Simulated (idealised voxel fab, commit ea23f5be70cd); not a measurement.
Process module in this document: voxel tone inversion
Cross-section cut spans 290 nm and uses square cells 5 nm in size.
Each cross-section below is a grid of square cells, stated as bands in top-down order, with one or more rows of cells making up each band. Look at the band entry: it leads with the top's height and the bottom's height in nm. Then it lists the materials left to right, with a width in nm for each. The word "throughout" on a single material says that material fills the band edge to edge. The word "empty" is empty space. It should be noted that heights are counted from 0, beneath which the wafer as supplied is of one material throughout, and that the lowest band possesses no lower boundary but continues downward, as written in "0..down". Quick explanation for "30..40": the width changes in equal steps down the rows of cells, from the first number in the band's top row to the second number in its bottom row. "no change" means the step left every cell of the cross-section as it was. Listed in "Unvented cavities": every empty space of 8 or more cells without an open way to the top. Form: width x height at distance, the distance being from the left edge, all in nm. Read whatever lies past the settings on a step's line as the simulator's own remark about the step. overlay nm: where the mask lay relative to plan, measured to the right, on steps with a mask; negatives go left.

-- So here's the lineup of process steps we planned
1: RECEIVE,material Si
2: CONFORMAL_DEP,material SiCN,thk nm 5
3: DIRECTIONAL_DEP,material aC,thk nm 15
4: PATTERN,tone cover,mask id POSTS,material resist,width nm 15,pitch nm 45,thk nm 20,overlay nm 0
5: DIRECTIONAL_ETCH,etch materials aC,depth nm 15
6: STRIP,etch materials resist
7: FILL_DEP,material SiO2,thk nm 10
8: CMP,height nm 20
9: STRIP,etch materials aC

-- First out of two wafers; run went to plan

-- Delivered wafer in cross-section: state after step 1
    0..down  Si throughout
    Unvented cavities: none

-- The wafer in cross-section once step 2 is complete
    5..0  SiCN throughout
    Beneath the level 0, the cross-section is identical to its previous state.

-- The wafer in cross-section once step 3 is complete
    20..5  aC throughout
    Beneath the level 5, the cross-section is identical to its previous state.

-- The wafer in cross-section once step 4 is complete
    40..20  empty 115 nm / resist 15 nm / empty 30 nm / resist 15 nm / empty 115 nm
    Beneath the level 20, the cross-section is identical to its previous state.

-- The wafer in cross-section once step 5 is complete
    25..20  empty 115 nm / resist 15 nm / empty 30 nm / resist 15 nm / empty 115 nm
    20..5  empty 115 nm / aC 15 nm / empty 30 nm / aC 15 nm / empty 115 nm
    Beneath the level 5, the cross-section is identical to its previous state.

-- The wafer in cross-section once step 6 is complete
    20..5  empty 115 nm / aC 15 nm / empty 30 nm / aC 15 nm / empty 115 nm
    Beneath the level 5, the cross-section is identical to its previous state.

-- The wafer in cross-section once step 7 is complete
    30..20  SiO2 throughout
    20..5  SiO2 115 nm / aC 15 nm / SiO2 30 nm / aC 15 nm / SiO2 115 nm
    Beneath the level 5, the cross-section is identical to its previous state.

-- The wafer in cross-section once step 8 is complete
    20..5  SiO2 115 nm / aC 15 nm / SiO2 30 nm / aC 15 nm / SiO2 115 nm
    Beneath the level 5, the cross-section is identical to its previous state.

-- The wafer in cross-section once step 9 is complete
    20..5  SiO2 115 nm / empty 15 nm / SiO2 30 nm / empty 15 nm / SiO2 115 nm
    Beneath the level 5, the cross-section is identical to its previous state.

-- The second wafer began exactly as the first did and followed the same plan, but one mistake was made while running it; through step 7 inclusive, the two wafers are identical

-- Cross-sectional representation of the second wafer at the time designated in the plan for the completion of step 8
    10..5  SiO2 115 nm / aC 15 nm / SiO2 30 nm / aC 15 nm / SiO2 115 nm
    Beneath the level 5, the cross-section is identical to its previous state.

-- Cross-sectional representation of the second wafer at the time designated in the plan for the completion of step 9
    10..5  SiO2 115 nm / empty 15 nm / SiO2 30 nm / empty 15 nm / SiO2 115 nm
    Beneath the level 5, the cross-section is identical to its previous state.
What was done differently from what was planned? step 8 did not use the planned setting and instead ran as CMP,height nm 10
FYI, end of process, the second wafer has more or fewer cells of some materials than the first: SiO2: 104 fewer
